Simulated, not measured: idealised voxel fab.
Documented hereafter: the process module known as voxel double patterning.
Pictured: cross-section cut, 290 nm wide, on a grid of 5 nm square cells.
Cross-section spec: square-cell grid; bands listed top down; each band is one or more rows.
Top height, bottom height, nm. Materials left to right, width each, nm. Single material + "everywhere" = fills band edge to edge. "blank" = empty.
It should be noted that heights are counted from 0, beneath which the wafer as supplied is of one material throughout, and that the lowest band possesses no lower boundary but continues downward, as written in "0..down".
Width spec "30 to 40" -> top row of cells at first value, bottom row at second value, equal per-row change in between.
The cross-section has no changed cell in any step marked "remained unchanged".
Empty spaces without an open route to the top, at least 8 cells in extent, make up the entry "Fully sealed voids"; each is given as width x height at distance, where the distance is measured from the left edge, and all are in nm.
Read whatever lies past the settings on a step's line as the simulator's own remark about the step.
The setting "overlay nm" may be written on the line of a step. When the step uses a mask, the value reports how far to the right of the planned place the mask lay, and a negative value reports that it lay to the left.
Listed below are the process steps as planned:
1. RECEIVE, material Si
2. CONFORMAL_DEP, material SiO2, thk nm 5
3. DIRECTIONAL_DEP, material TiN, thk nm 10
4. DIRECTIONAL_DEP, material SiCN, thk nm 5
5. MASKED_ETCH, tone open, mask id FIRST, width nm 15, pitch nm 50, etch materials SiCN, depth nm 5, overlay nm -15
6. MASKED_ETCH, tone open, mask id SECOND, width nm 15, pitch nm 50, etch materials SiCN, depth nm 5, overlay nm 0
7. DIRECTIONAL_ETCH, etch materials TiN, depth nm 10
8. STRIP, etch materials SiCN
Be aware that, although all wafers share a common starting state, the overlay nm at step 5 differs among them, and the plan displays the first wafer's value.
This is how the first of several wafers looked in cross-section when it arrived, which is after step 1:
> 0..down: Si everywhere
> Fully sealed voids: none
End-of-module cross-section, first of several wafers, after last step 8:
> 15..5: 70 TiN  15 blank  25 TiN  25 blank  25 TiN  25 blank  105 TiN
> 5..0: SiO2 everywhere
> 0..down: Si everywhere
> Fully sealed voids: none
Cross-section, module end, final of several wafers:
> 15..5: 100 TiN  25 blank  25 TiN  25 blank  25 TiN  15 blank  75 TiN
> 5..0: SiO2 everywhere
> 0..down: Si everywhere
> Fully sealed voids: none
Table: wafers, a row each; end-of-module cell change per material since receipt, gain (+), loss (-); then closed voids:
overlay nm -15; +58 SiO2; +90 TiN; Fully sealed voids: none
overlay nm -10; +58 SiO2; +86 TiN; Fully sealed voids: none
overlay nm -5; +58 SiO2; +86 TiN; Fully sealed voids: none
overlay nm 0; +58 SiO2; +86 TiN; Fully sealed voids: none
overlay nm 5; +58 SiO2; +86 TiN; Fully sealed voids: none
overlay nm 10; +58 SiO2; +86 TiN; Fully sealed voids: none
overlay nm 15; +58 SiO2; +90 TiN; Fully sealed voids: none
